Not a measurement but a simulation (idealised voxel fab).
Process module under the name voxel ribs on slabs
Displayed cross-section: cut, width of 240 nm, square cells sized 5 nm.
Cross-section format: a grid of square cells, given as bands from top to bottom; each band is one or more rows of cells. This entry defines a band. It first specifies the height of the band's top and the height of its bottom in nm, and then specifies the band's materials from left to right, stating each material with its width in nm. The word "full width" identifies a single material that fills the band from edge to edge, while the word "blank" identifies empty space. Ref level 0: as-received wafer is one material below here. Bottom band extends down with no lower bound ("0 -> down"). Think of "30 to 40" as a width that walks from the first number to the second as you go down the band, top row to bottom row, taking equal-sized steps from row to row. "remains unaltered" (step): cross-section cells unchanged, all of them. This entry, "Fully enclosed voids", enumerates those empty regions of no fewer than 8 cells that possess no open connection to the top. Each region is reported in the form width x height at distance, the distance being taken from the left edge, with all three quantities expressed in nm. It should be noted that, on the line of a given step, the content following the step's settings is a remark produced by the simulator itself with respect to that step. The line of a step may include "overlay nm". On a step with a mask, this value is how far to the right of its planned place the mask lay. A negative value means the mask lay to the left.
### plan
1) RECEIVE, material Si
2) DIRECTIONAL_DEP, material SiO2, thk nm 30
3) DIRECTIONAL_DEP, material SiN, thk nm 20
4) MASKED_ETCH, tone cover, mask id RIB, width nm 30, etch materials SiN, depth nm 10, overlay nm 0
5) PATTERN, tone cover, mask id SLAB, material resist, width nm 60, thk nm 20, overlay nm 0
6) DIRECTIONAL_ETCH, etch materials SiN, depth nm 10
7) STRIP, etch materials resist
8) FILL_DEP, material SiO2, thk nm 20
9) CMP, height nm 60
10) DIRECTIONAL_DEP, material TiN, thk nm 10
11) MASKED_ETCH, tone cover, mask id HEATER, width nm 40, etch materials TiN, depth nm 10, overlay nm 0
12) CONFORMAL_DEP, material SiO2, thk nm 5
### Cross-section of the wafer at receipt, which is the condition after step 1
> 0 -> down = Si full width
> Fully enclosed voids: none
### Cross-section at module end, one run error; start and plan unchanged from above
> 75 -> 70 = blank (95)  SiO2 (50)  blank (95)
> 70 -> 65 = blank (95)  SiO2 (5)  TiN (40)  SiO2 (5)  blank (95)
> 65 -> 60 = SiO2 (100)  TiN (40)  SiO2 (100)
> 60 -> 50 = SiO2 full width
> 50 -> 40 = SiO2 (105)  SiN (30)  SiO2 (105)
> 40 -> 30 = SiO2 (90)  SiN (60)  SiO2 (90)
> 30 -> 0 = SiN full width
> 0 -> down = Si full width
> Fully enclosed voids: none
Run error: step 2 was processed under conditions differing from the plan, specifically as DIRECTIONAL_DEP, material SiN, thk nm 30
